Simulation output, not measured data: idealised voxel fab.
voxel self aligned vias: a process module
For reference, the cross-section in this document is cut, with width 210 nm and square cells of 5 nm.
We lay out every cross-section as a grid of square cells and spell it out in bands from the top down, where one band means one or more rows of cells. The band entry comprises the height of the band's top followed by the height of its bottom, expressed in nm, and subsequently the band's materials from left to right, each stated together with its width in nm. Where a single material is marked with the word "full width", that material fills the band from edge to edge. The word "air" represents empty space. Zero point of the height axis is 0; under it, received wafer = one material. Lowest band: continues down indefinitely, "0 down". Graded width ("30->40"): value in top row of band = first number; value in bottom row = second number; row-to-row change constant. The cross-section has no changed cell in any step marked "nothing got changed". "Sealed-off cavities" specifies each empty space that is not open to the top and that occupies no fewer than 8 cells, using the form width x height at distance, the distance measured from the left edge and all three quantities in nm. Anything after a step's settings on that line? It's the simulator's own note about the step. The optional step-line setting "overlay nm" applies to steps with a mask and quantifies how far to the right of its planned location the mask lay, a negative value indicating leftward placement.

-- The following list gives the planned process steps
1. RECEIVE [material Si]
2. CONFORMAL_DEP [material SiO2] [thk nm 15]
3. CONFORMAL_DEP [material SiCN] [thk nm 5]
4. DIRECTIONAL_DEP [material SiO2] [thk nm 30]
5. DIRECTIONAL_DEP [material aC] [thk nm 15]
6. PATTERN [tone open] [mask id LINES] [material resist] [width nm 30] [pitch nm 65] [thk nm 30] [overlay nm 0]
7. DIRECTIONAL_ETCH [etch materials aC] [depth nm 15]
8. STRIP [etch materials resist]
9. DIRECTIONAL_ETCH [etch materials SiO2] [depth nm 30]
10. STRIP [etch materials aC]
11. CONFORMAL_DEP [material TiN] [thk nm 5]
12. FILL_DEP [material W] [thk nm 10]
13. CMP [height nm 50]
14. SELECTIVE_ETCH [etch materials W Ru TiN] [depth nm 5]
15. FILL_DEP [material SiN] [thk nm 10]
16. CMP [height nm 50]
17. DIRECTIONAL_DEP [material SiO2] [thk nm 20]
18. PATTERN [tone open] [mask id VIAS] [material resist] [width nm 40] [thk nm 15] [overlay nm 0]
19. DIRECTIONAL_ETCH [etch materials SiO2] [depth nm 20]
20. DIRECTIONAL_ETCH [etch materials SiN] [depth nm 5]
21. STRIP [etch materials resist]
22. CONFORMAL_DEP [material TiN] [thk nm 5]
23. FILL_DEP [material Ru] [thk nm 10]
24. CMP [height nm 70]
25. CONFORMAL_DEP [material SiN] [thk nm 5]

-- Cross-section of the wafer at receipt, which is the condition after step 1
0 down  Si full width
Sealed-off cavities: none

-- End-of-module cross-section of the first of two wafers, processed as planned
75 to 70  SiN full width
70 to 55  SiO2 50, TiN 5, Ru 30, TiN 5, SiO2 120
55 to 50  SiO2 50, TiN 10, Ru 20, TiN 10, SiO2 120
50 to 45  SiO2 55, TiN 30, SiO2 35, SiN 30, SiO2 60
45 to 25  SiO2 55, TiN 5, W 20, TiN 5, SiO2 35, TiN 5, W 20, TiN 5, SiO2 60
25 to 20  SiO2 55, TiN 30, SiO2 35, TiN 30, SiO2 60
20 to 15  SiCN full width
15 to 0  SiO2 full width
0 down  Si full width
Sealed-off cavities: none

-- Cross-section, wafer two of two, end of module: same start and plan as wafer one, one error in execution
75 to 70  SiN full width
70 to 50  SiO2 55, TiN 5, Ru 20, TiN 5, SiO2 125
50 to 45  SiO2 55, TiN 30, SiO2 35, SiN 30, SiO2 60
45 to 25  SiO2 55, TiN 5, W 20, TiN 5, SiO2 35, TiN 5, W 20, TiN 5, SiO2 60
25 to 20  SiO2 55, TiN 30, SiO2 35, TiN 30, SiO2 60
20 to 15  SiCN full width
15 to 0  SiO2 full width
0 down  Si full width
Sealed-off cavities: none
what went wrong: step 18, actual vs plan mismatch, actual run PATTERN [tone open] [mask id VIAS] [material resist] [width nm 30] [thk nm 15] [overlay nm 0]
At the finish, the second wafer shows more or fewer cells for some materials than the first does: -6 Ru, +8 SiO2, -2 TiN
